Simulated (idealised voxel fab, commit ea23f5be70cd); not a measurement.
Process module in this document: voxel air gaps
cross-section cut | 205 nm wide | cells 5 nm
A cross-section is a grid of square cells, given in bands from the top down. A band is one or more rows of cells.
Band: top height; bottom height; in nm. Then, left to right: material with width in nm, for each material. "full width": a single material spanning edge to edge. "blank": empty space.
Heights from 0 (as-received wafer is one material below). Bottom band endless downward, as "0 nm and below".
The expression "30..40" gives the width at the extremes of the band, the first number at its top row of cells and the second at its bottom row, with the width changing by equal amounts from each row to the next in between.
"nothing altered" (step): cross-section cells unchanged, all of them.
"Listed closed voids" lists enclosed empty spaces (at least 8 cells, no open path upward to the top), each as width x height at distance from the left edge, in nm.
Step line, after settings: the simulator's comment on this step.
You can add "overlay nm" to a step's line. For a step with a mask, it describes how far the mask lay to the right of its planned position, and a negative number describes a lay to the left.
Process steps (planned):
| 1 | RECEIVE (material Si) |
| 2 | CONFORMAL_DEP (material SiO2; thk nm 10) |
| 3 | CONFORMAL_DEP (material SiN; thk nm 5) |
| 4 | DIRECTIONAL_DEP (material lowk; thk nm 35) |
| 5 | PATTERN (tone open; mask id LINES; material resist; width nm 20; pitch nm 50; thk nm 20; overlay nm 0) |
| 6 | DIRECTIONAL_ETCH (etch materials lowk; depth nm 35) |
| 7 | STRIP (etch materials resist) |
| 8 | CONFORMAL_DEP (material TiN; thk nm 5) |
| 9 | FILL_DEP (material Cu; thk nm 10) |
| 10 | CMP (height nm 50) |
| 11 | EPI (material Ru; thk nm 10) |
| 12 | SELECTIVE_ETCH (etch materials lowk; depth nm 45) |
| 13 | CONFORMAL_DEP (material SiCN; thk nm 5) |
As-received state of the wafer in cross-section, equivalent to post-step 1:
    0 nm and below: Si full width
    Listed closed voids: none
Cross-section, first of two wafers, end of module, run as planned:
    65 nm to 60 nm: blank 25 nm | SiCN 150 nm | blank 30 nm
    60 nm to 50 nm: blank 25 nm | SiCN 5 nm | Ru 40 nm | SiCN 10 nm | Ru 40 nm | SiCN 10 nm | Ru 40 nm | SiCN 5 nm | blank 30 nm
    50 nm to 45 nm: blank 25 nm | SiCN 15 nm | TiN 5 nm | Cu 10 nm | TiN 5 nm | SiCN 30 nm | TiN 5 nm | Cu 10 nm | TiN 5 nm | SiCN 30 nm | TiN 5 nm | Cu 10 nm | TiN 5 nm | SiCN 15 nm | blank 30 nm
    45 nm to 20 nm: blank 35 nm | SiCN 5 nm | TiN 5 nm | Cu 10 nm | TiN 5 nm | SiCN 5 nm | blank 20 nm | SiCN 5 nm | TiN 5 nm | Cu 10 nm | TiN 5 nm | SiCN 5 nm | blank 20 nm | SiCN 5 nm | TiN 5 nm | Cu 10 nm | TiN 5 nm | SiCN 5 nm | blank 40 nm
    20 nm to 15 nm: SiCN 40 nm | TiN 20 nm | SiCN 30 nm | TiN 20 nm | SiCN 30 nm | TiN 20 nm | SiCN 45 nm
    15 nm to 10 nm: SiN full width
    10 nm to 0 nm: SiO2 full width
    0 nm and below: Si full width
    Listed closed voids: 20 x 25 at 65; 20 x 25 at 115
Cross-sectional image of the second wafer of the two following completion of the module. Starting state and process plan were the same as for the first wafer; one execution error occurred:
    65 nm to 60 nm: SiCN full width
    60 nm to 50 nm: Ru full width
    50 nm to 20 nm: Cu 35 nm | TiN 5 nm | lowk 20 nm | TiN 5 nm | Cu 20 nm | TiN 5 nm | lowk 20 nm | TiN 5 nm | Cu 20 nm | TiN 5 nm | lowk 20 nm | TiN 5 nm | Cu 40 nm
    20 nm to 15 nm: TiN 40 nm | lowk 20 nm | TiN 30 nm | lowk 20 nm | TiN 30 nm | lowk 20 nm | TiN 45 nm
    15 nm to 10 nm: SiN full width
    10 nm to 0 nm: SiO2 full width
    0 nm and below: Si full width
    Listed closed voids: none
Plan not followed: so step 5 ended up running with a different setting than we planned, it ran as PATTERN (tone cover; mask id LINES; material resist; width nm 20; pitch nm 50; thk nm 20; overlay nm 0)
Counted in cells at the end, the second wafer holds more or fewer of these materials than the first: +102 Cu; +34 Ru; -78 SiCN; +17 TiN; +84 lowk
On completion, 0 closed voids are found in the second wafer, whereas the first wafer has 2.
